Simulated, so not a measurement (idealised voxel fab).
Process module under the name voxel self aligned vias
260 nm wide, 5 nm square cells: that's cross-section cut.
When this document writes out a cross-section, it uses a grid of square cells and lists it as bands, beginning at the top and moving down, with a band standing for one or more rows of cells. Heads up on the band format: heights come first, top then bottom, in nm. After that it's the materials left to right, each with its width in nm. A single material flagged "throughout" fills the whole band edge to edge, and "blank" means there's empty space there. Convention: height 0 is the level below which the wafer, as received, is all one material. The lowest band does not terminate at the bottom but continues downward, represented as "0 down". Per-row width for "30->40": begins at first number (top row of band), ends at second number (bottom row), increment between rows held constant. Any step labelled "remained unchanged" changed none of the cells in the cross-section. Listed in "Entrapped void list": every empty space of 8 or more cells without an open way to the top. Form: width x height at distance, the distance being from the left edge, all in nm. after a step's settings: what the simulator itself notes on the step. The optional step-line setting "overlay nm" applies to steps with a mask and quantifies how far to the right of its planned location the mask lay, a negative value indicating leftward placement.
THESE ARE THE STEPS WE PLANNED FOR THE PROCESS
1,RECEIVE | material Si
2,CONFORMAL_DEP | material SiO2 | thk nm 10
3,CONFORMAL_DEP | material SiCN | thk nm 5
4,DIRECTIONAL_DEP | material SiO2 | thk nm 30
5,MASKED_ETCH | tone open | mask id LINES | width nm 20 | pitch nm 55 | etch materials SiO2 | depth nm 30 | overlay nm 0
6,CONFORMAL_DEP | material TiN | thk nm 5
7,FILL_DEP | material Ru | thk nm 5
8,CMP | height nm 45
9,SELECTIVE_ETCH | etch materials W Ru TiN | depth nm 5
10,FILL_DEP | material SiN | thk nm 5
11,CMP | height nm 45
12,DIRECTIONAL_DEP | material SiO2 | thk nm 15
13,MASKED_ETCH | tone open | mask id VIAS | width nm 30 | pitch nm 55 | etch materials SiO2 | depth nm 15 | overlay nm 0
14,MASKED_ETCH | tone open | mask id VIAS | width nm 30 | pitch nm 55 | etch materials SiN | depth nm 5 | overlay nm -15
15,CONFORMAL_DEP | material TiN | thk nm 5
16,FILL_DEP | material Cu | thk nm 10
17,CMP | height nm 60
18,CONFORMAL_DEP | material SiN | thk nm 5
Heads up: all these wafers start the same, and what changes between them is the overlay nm in step 14. The value you see in the plan is just what the first wafer got.
RECEIVED WAFERS, FIRST OF SEVERAL: CROSS-SECTION AFTER STEP 1
    0 down = Si throughout
    Entrapped void list: none
CROSS-SECTION AFTER STEP 18, THE FINAL STEP OF THE MODULE, FOR THE FIRST OF SEVERAL WAFERS
    65 to 60 = SiN throughout
    60 to 50 = 60 nm SiO2 | 5 nm TiN | 20 nm Cu | 5 nm TiN | 25 nm SiO2 | 5 nm TiN | 20 nm Cu | 5 nm TiN | 25 nm SiO2 | 5 nm TiN | 20 nm Cu | 5 nm TiN | 60 nm SiO2
    50 to 45 = 60 nm SiO2 | 30 nm TiN | 25 nm SiO2 | 30 nm TiN | 25 nm SiO2 | 30 nm TiN | 60 nm SiO2
    45 to 40 = 65 nm SiO2 | 10 nm TiN | 10 nm SiN | 35 nm SiO2 | 10 nm TiN | 10 nm SiN | 35 nm SiO2 | 10 nm TiN | 10 nm SiN | 65 nm SiO2
    40 to 20 = 65 nm SiO2 | 5 nm TiN | 10 nm Ru | 5 nm TiN | 35 nm SiO2 | 5 nm TiN | 10 nm Ru | 5 nm TiN | 35 nm SiO2 | 5 nm TiN | 10 nm Ru | 5 nm TiN | 65 nm SiO2
    20 to 15 = 65 nm SiO2 | 20 nm TiN | 35 nm SiO2 | 20 nm TiN | 35 nm SiO2 | 20 nm TiN | 65 nm SiO2
    15 to 10 = SiCN throughout
    10 to 0 = SiO2 throughout
    0 down = Si throughout
    Entrapped void list: none
CROSS-SECTION AT MODULE COMPLETION, LAST WAFER
    65 to 60 = SiN throughout
    60 to 50 = 60 nm SiO2 | 5 nm TiN | 20 nm Cu | 5 nm TiN | 25 nm SiO2 | 5 nm TiN | 20 nm Cu | 5 nm TiN | 25 nm SiO2 | 5 nm TiN | 20 nm Cu | 5 nm TiN | 60 nm SiO2
    50 to 45 = 60 nm SiO2 | 30 nm TiN | 25 nm SiO2 | 30 nm TiN | 25 nm SiO2 | 30 nm TiN | 60 nm SiO2
    45 to 40 = 65 nm SiO2 | 10 nm SiN | 10 nm TiN | 35 nm SiO2 | 10 nm SiN | 10 nm TiN | 35 nm SiO2 | 10 nm SiN | 10 nm TiN | 65 nm SiO2
    40 to 20 = 65 nm SiO2 | 5 nm TiN | 10 nm Ru | 5 nm TiN | 35 nm SiO2 | 5 nm TiN | 10 nm Ru | 5 nm TiN | 35 nm SiO2 | 5 nm TiN | 10 nm Ru | 5 nm TiN | 65 nm SiO2
    20 to 15 = 65 nm SiO2 | 20 nm TiN | 35 nm SiO2 | 20 nm TiN | 35 nm SiO2 | 20 nm TiN | 65 nm SiO2
    15 to 10 = SiCN throughout
    10 to 0 = SiO2 throughout
    0 down = Si throughout
    Entrapped void list: none
BELOW: A ROW PER WAFER. CONTENTS AT END OF MODULE: FOR EVERY MATERIAL, CELLS GAINED SINCE RECEIPT (+) OR LOST SINCE RECEIPT (-); THEN CLOSED VOIDS
overlay nm -15; +24 Cu; +24 Ru; +52 SiCN; +58 SiN; +446 SiO2; +72 TiN; Entrapped void list: none
overlay nm -10; +27 Cu; +24 Ru; +52 SiCN; +55 SiN; +446 SiO2; +72 TiN; Entrapped void list: none
overlay nm -5; +30 Cu; +24 Ru; +52 SiCN; +52 SiN; +446 SiO2; +72 TiN; Entrapped void list: none
overlay nm 0; +30 Cu; +24 Ru; +52 SiCN; +52 SiN; +446 SiO2; +72 TiN; Entrapped void list: none
overlay nm 5; +30 Cu; +24 Ru; +52 SiCN; +52 SiN; +446 SiO2; +72 TiN; Entrapped void list: none
overlay nm 10; +27 Cu; +24 Ru; +52 SiCN; +55 SiN; +446 SiO2; +72 TiN; Entrapped void list: none
overlay nm 15; +24 Cu; +24 Ru; +52 SiCN; +58 SiN; +446 SiO2; +72 TiN; Entrapped void list: none
